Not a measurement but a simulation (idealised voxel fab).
You're looking at the process module voxel air gaps.
For reference, the cross-section in this document is cut, with width 210 nm and square cells of 5 nm.
Think of the cross-section as a grid of square cells. We describe it in bands, top to bottom, and each band covers one or more rows of those cells.
It is stipulated that each band's entry specify, in nanometres, the height of the top of the band and then that of its bottom, followed by the materials of the band in left-to-right sequence, each together with its width in nanometres. A single material marked by the word "throughout" is understood to fill the band from edge to edge; the word "blank" is understood to denote empty space.
Heads up on the height convention: 0 is the point under which the incoming wafer is all one material, and the lowest band has no bottom, it just keeps going down, like "0 down".
Width spec "30..40" -> top row of cells at first value, bottom row at second value, equal per-row change in between.
"all unchanged", as given for a step, is the statement that not any cell of the cross-section underwent a change during that step.
The entry titled "Voids lacking openings" provides the empty spaces that have no open way to the top, restricted to those of 8 cells or more. Each is presented as width x height at distance, the distance being measured from the left edge, with all three in nm.
Read whatever lies past the settings on a step's line as the simulator's own remark about the step.
"overlay nm" on a masked step: distance the mask lay right of its planned place, negative for left.
## So here's the lineup of process steps we planned
1,RECEIVE (material Si)
2,CONFORMAL_DEP (material SiO2; thk nm 10)
3,CONFORMAL_DEP (material SiCN; thk nm 5)
4,DIRECTIONAL_DEP (material lowk; thk nm 35)
5,DIRECTIONAL_DEP (material aC; thk nm 15)
6,PATTERN (tone open; mask id LINES; material resist; width nm 15; pitch nm 45; thk nm 35; overlay nm 0)
7,DIRECTIONAL_ETCH (etch materials aC; depth nm 15)
8,STRIP (etch materials resist)
9,DIRECTIONAL_ETCH (etch materials lowk; depth nm 35)
10,STRIP (etch materials aC)
11,CONFORMAL_DEP (material TiN; thk nm 5)
12,FILL_DEP (material W; thk nm 10)
13,CMP (height nm 50)
14,EPI (material Ru; thk nm 10)
15,SELECTIVE_ETCH (etch materials lowk; depth nm 45)
16,CONFORMAL_DEP (material SiCN; thk nm 5)
## first wafer, as planned
## Cross-section of the incoming wafer, state after step 1
  0 down = Si throughout
  Voids lacking openings: none
## Cross-section: wafer state after step 2
  10 to 0 = SiO2 throughout
  Below 0, no change.
## Cross-section: wafer state after step 3
  15 to 10 = SiCN throughout
  Below 10, no change.
## Cross-section: wafer state after step 4
  50 to 15 = lowk throughout
  Below 15, no change.
## Cross-section: wafer state after step 5
  65 to 50 = aC throughout
  Below 50, no change.
## Cross-section: wafer state after step 6
  100 to 65 = 50 resist, then 15 blank, then 30 resist, then 15 blank, then 30 resist, then 15 blank, then 55 resist
  Below 65, no change.
## Cross-section: wafer state after step 7
  85 to 65 = 50 resist, then 15 blank, then 30 resist, then 15 blank, then 30 resist, then 15 blank, then 55 resist
  65 to 50 = 50 aC, then 15 blank, then 30 aC, then 15 blank, then 30 aC, then 15 blank, then 55 aC
  Below 50, no change.
## Cross-section: wafer state after step 8
  65 to 50 = 50 aC, then 15 blank, then 30 aC, then 15 blank, then 30 aC, then 15 blank, then 55 aC
  Below 50, no change.
## Cross-section: wafer state after step 9
  65 to 50 = 50 aC, then 15 blank, then 30 aC, then 15 blank, then 30 aC, then 15 blank, then 55 aC
  50 to 15 = 50 lowk, then 15 blank, then 30 lowk, then 15 blank, then 30 lowk, then 15 blank, then 55 lowk
  Below 15, no change.
## Cross-section: wafer state after step 10
  50 to 15 = 50 lowk, then 15 blank, then 30 lowk, then 15 blank, then 30 lowk, then 15 blank, then 55 lowk
  Below 15, no change.
## Cross-section: wafer state after step 11
  55 to 50 = 55 TiN, then 5 blank, then 40 TiN, then 5 blank, then 40 TiN, then 5 blank, then 60 TiN
  50 to 20 = 50 lowk, then 5 TiN, then 5 blank, then 5 TiN, then 30 lowk, then 5 TiN, then 5 blank, then 5 TiN, then 30 lowk, then 5 TiN, then 5 blank, then 5 TiN, then 55 lowk
  20 to 15 = 50 lowk, then 15 TiN, then 30 lowk, then 15 TiN, then 30 lowk, then 15 TiN, then 55 lowk
  Below 15, no change.
## Cross-section: wafer state after step 12
  65 to 55 = W throughout
  55 to 50 = 55 TiN, then 5 W, then 40 TiN, then 5 W, then 40 TiN, then 5 W, then 60 TiN
  50 to 20 = 50 lowk, then 5 TiN, then 5 W, then 5 TiN, then 30 lowk, then 5 TiN, then 5 W, then 5 TiN, then 30 lowk, then 5 TiN, then 5 W, then 5 TiN, then 55 lowk
  Below 20, no change.
## Cross-section: wafer state after step 13
  50 to 20 = 50 lowk, then 5 TiN, then 5 W, then 5 TiN, then 30 lowk, then 5 TiN, then 5 W, then 5 TiN, then 30 lowk, then 5 TiN, then 5 W, then 5 TiN, then 55 lowk
  Below 20, no change.
## Cross-section: wafer state after step 14
  60 to 50 = 40 blank, then 35 Ru, then 10 blank, then 35 Ru, then 10 blank, then 35 Ru, then 45 blank
  Below 50, no change.
## Cross-section: wafer state after step 15
  60 to 50 = 40 blank, then 35 Ru, then 10 blank, then 35 Ru, then 10 blank, then 35 Ru, then 45 blank
  50 to 20 = 50 blank, then 5 TiN, then 5 W, then 5 TiN, then 30 blank, then 5 TiN, then 5 W, then 5 TiN, then 30 blank, then 5 TiN, then 5 W, then 5 TiN, then 55 blank
  20 to 15 = 50 blank, then 15 TiN, then 30 blank, then 15 TiN, then 30 blank, then 15 TiN, then 55 blank
  Below 15, no change.
## Cross-section: wafer state after step 16
  65 to 60 = 35 blank, then 135 SiCN, then 40 blank
  60 to 50 = 35 blank, then 5 SiCN, then 35 Ru, then 10 SiCN, then 35 Ru, then 10 SiCN, then 35 Ru, then 5 SiCN, then 40 blank
  50 to 45 = 35 blank, then 15 SiCN, then 5 TiN, then 5 W, then 5 TiN, then 30 SiCN, then 5 TiN, then 5 W, then 5 TiN, then 30 SiCN, then 5 TiN, then 5 W, then 5 TiN, then 15 SiCN, then 40 blank
  45 to 20 = 45 blank, then 5 SiCN, then 5 TiN, then 5 W, then 5 TiN, then 5 SiCN, then 20 blank, then 5 SiCN, then 5 TiN, then 5 W, then 5 TiN, then 5 SiCN, then 20 blank, then 5 SiCN, then 5 TiN, then 5 W, then 5 TiN, then 5 SiCN, then 50 blank
  20 to 15 = 50 SiCN, then 15 TiN, then 30 SiCN, then 15 TiN, then 30 SiCN, then 15 TiN, then 55 SiCN
  Below 15, no change.
  Voids lacking openings: 20 x 25 at 70; 20 x 25 at 115
## For the second wafer, take the first wafer's start and plan, then add one mistake made in running it; everything through step 13, that step included, is shared with the first
## Second wafer profile in section, at the moment step 14 of the plan was meant to be complete
  50 to 20 = 50 blank, then 5 TiN, then 5 W, then 5 TiN, then 30 blank, then 5 TiN, then 5 W, then 5 TiN, then 30 blank, then 5 TiN, then 5 W, then 5 TiN, then 55 blank
  20 to 15 = 50 blank, then 15 TiN, then 30 blank, then 15 TiN, then 30 blank, then 15 TiN, then 55 blank
  Below 15, no change.
## Second wafer profile in section, at the moment step 15 of the plan was meant to be complete
  60 to 50 = 40 blank, then 35 Ru, then 10 blank, then 35 Ru, then 10 blank, then 35 Ru, then 45 blank
  50 to 20 = 40 blank, then 10 Ru, then 5 TiN, then 5 W, then 5 TiN, then 10 Ru, then 10 blank, then 10 Ru, then 5 TiN, then 5 W, then 5 TiN, then 10 Ru, then 10 blank, then 10 Ru, then 5 TiN, then 5 W, then 5 TiN, then 10 Ru, then 45 blank
  20 to 15 = 40 blank, then 10 Ru, then 15 TiN, then 10 Ru, then 10 blank, then 10 Ru, then 15 TiN, then 10 Ru, then 10 blank, then 10 Ru, then 15 TiN, then 10 Ru, then 45 blank
  Below 15, no change.
## Second wafer profile in section, at the moment step 16 of the plan was meant to be complete
  65 to 60 = 35 blank, then 135 SiCN, then 40 blank
  60 to 50 = 35 blank, then 5 SiCN, then 35 Ru, then 10 SiCN, then 35 Ru, then 10 SiCN, then 35 Ru, then 5 SiCN, then 40 blank
  50 to 20 = 35 blank, then 5 SiCN, then 10 Ru, then 5 TiN, then 5 W, then 5 TiN, then 10 Ru, then 10 SiCN, then 10 Ru, then 5 TiN, then 5 W, then 5 TiN, then 10 Ru, then 10 SiCN, then 10 Ru, then 5 TiN, then 5 W, then 5 TiN, then 10 Ru, then 5 SiCN, then 40 blank
  20 to 15 = 40 SiCN, then 10 Ru, then 15 TiN, then 10 Ru, then 10 SiCN, then 10 Ru, then 15 TiN, then 10 Ru, then 10 SiCN, then 10 Ru, then 15 TiN, then 10 Ru, then 45 SiCN
  Below 15, no change.
The mistake made against the process plan was this: steps 14 and 15 traded places in the executed sequence
Looking at both finished wafers in cells, the second ends up ahead of or behind the first on some materials: 84 more of Ru | 24 fewer of SiCN
The first wafer finishes with 2 closed voids, while the second finishes with 0.
